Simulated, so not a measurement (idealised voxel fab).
You're looking at the process module voxel self aligned contacts.
For reference, the cross-section in this document is cut, with width 170 nm and square cells of 5 nm.
This document writes a cross-section as a grid whose cells are square, and gives it as bands, listed from the top down; one or more rows of cells form a band.
Heads up on the band format: heights come first, top then bottom, in nm. After that it's the materials left to right, each with its width in nm. A single material flagged "full width" fills the whole band edge to edge, and "blank" means there's empty space there.
Heads up on the height convention: 0 is the point under which the incoming wafer is all one material, and the lowest band has no bottom, it just keeps going down, like "top 0, no bottom".
Think of "30->40" as a width that walks from the first number to the second as you go down the band, top row to bottom row, taking equal-sized steps from row to row.
It should be understood that the words "nothing was modified", when stated for a given step, signify that the cross-section underwent no change in any of its cells during that step.
Entry "Trapped voids" = empty spaces >= 8 cells with no open way to the top; each as width x height at distance, distance from left edge, all nm.
Post-settings text on a step line: simulator's own remark regarding the step.
Steps that use a mask can have "overlay nm" on their line. It says how far the mask sat to the right of where it was meant to be. Negative means to the left.
-- Process steps (planned)
step 1: RECEIVE | material Si
step 2: OXIDIZE | depth nm 5
step 3: DIRECTIONAL_DEP | material polySi | thk nm 20
step 4: DIRECTIONAL_DEP | material SiN | thk nm 15
step 5: DIRECTIONAL_DEP | material aC | thk nm 10
step 6: PATTERN | tone cover | mask id GATE | material resist | width nm 35 | pitch nm 65 | thk nm 25 | overlay nm 0
step 7: DIRECTIONAL_ETCH | etch materials aC | depth nm 10
step 8: STRIP | etch materials resist
step 9: DIRECTIONAL_ETCH | etch materials SiN | depth nm 15
step 10: DIRECTIONAL_ETCH | etch materials polySi | depth nm 20
step 11: STRIP | etch materials aC
step 12: CONFORMAL_DEP | material SiN | thk nm 5
step 13: DIRECTIONAL_ETCH | etch materials SiN | depth nm 5
step 14: FILL_DEP | material SiO2 | thk nm 15
step 15: CMP | height nm 40
step 16: DIRECTIONAL_DEP | material aC | thk nm 15
step 17: PATTERN | tone open | mask id CONTACT | material resist | width nm 50 | thk nm 30 | overlay nm 0
step 18: DIRECTIONAL_ETCH | etch materials aC | depth nm 15
step 19: STRIP | etch materials resist
step 20: DIRECTIONAL_ETCH | etch materials SiO2 | depth nm 45
step 21: STRIP | etch materials aC
step 22: CONFORMAL_DEP | material TiN | thk nm 5
step 23: FILL_DEP | material W | thk nm 10
step 24: CMP | height nm 40
step 25: CONFORMAL_DEP | material SiCN | thk nm 5
-- Received-state cross-section, reflecting completion of step 1
top 0, no bottom: Si full width
Trapped voids: none
-- Cross-sectional image of the first of two wafers at the end of the module, the run having proceeded as planned
top 45, bottom 40: SiCN full width
top 40, bottom 35: 60 of SiO2 | 20 of TiN | 10 of W | 20 of TiN | 60 of SiO2
top 35, bottom 20: 30 of SiO2 | 45 of SiN | 5 of TiN | 10 of W | 5 of TiN | 45 of SiN | 30 of SiO2
top 20, bottom 0: 30 of SiO2 | 5 of SiN | 35 of polySi | 5 of SiN | 5 of TiN | 10 of W | 5 of TiN | 5 of SiN | 35 of polySi | 5 of SiN | 30 of SiO2
top 0, bottom -5: 75 of SiO2 | 20 of TiN | 75 of SiO2
top -5, no bottom: Si full width
Trapped voids: none
-- Wafer two, end of module, cross-section. Same start, same plan as wafer one. One mistake in the run
top 45, bottom 40: SiCN full width
top 40, bottom 35: 60 of SiO2 | 50 of TiN | 60 of SiO2
top 35, bottom 20: 40 of SiN | 20 of SiO2 | 5 of TiN | 40 of SiN | 5 of TiN | 20 of SiO2 | 40 of SiN
top 20, bottom 0: 35 of polySi | 5 of SiN | 20 of SiO2 | 5 of TiN | 5 of SiN | 30 of polySi | 5 of SiN | 5 of TiN | 20 of SiO2 | 5 of SiN | 35 of polySi
top 0, bottom -5: 60 of SiO2 | 5 of TiN | 40 of SiO2 | 5 of TiN | 60 of SiO2
top -5, no bottom: Si full width
Trapped voids: none
Against the plan, the run slipped here: note that step 6 departed from the planned setting and was carried out as PATTERN | tone open | mask id GATE | material resist | width nm 35 | pitch nm 65 | thk nm 25 | overlay nm 0
Count the cells at the end and the second wafer has more or fewer of some materials than the first: SiN +18, SiO2 -26, W -16, polySi +24
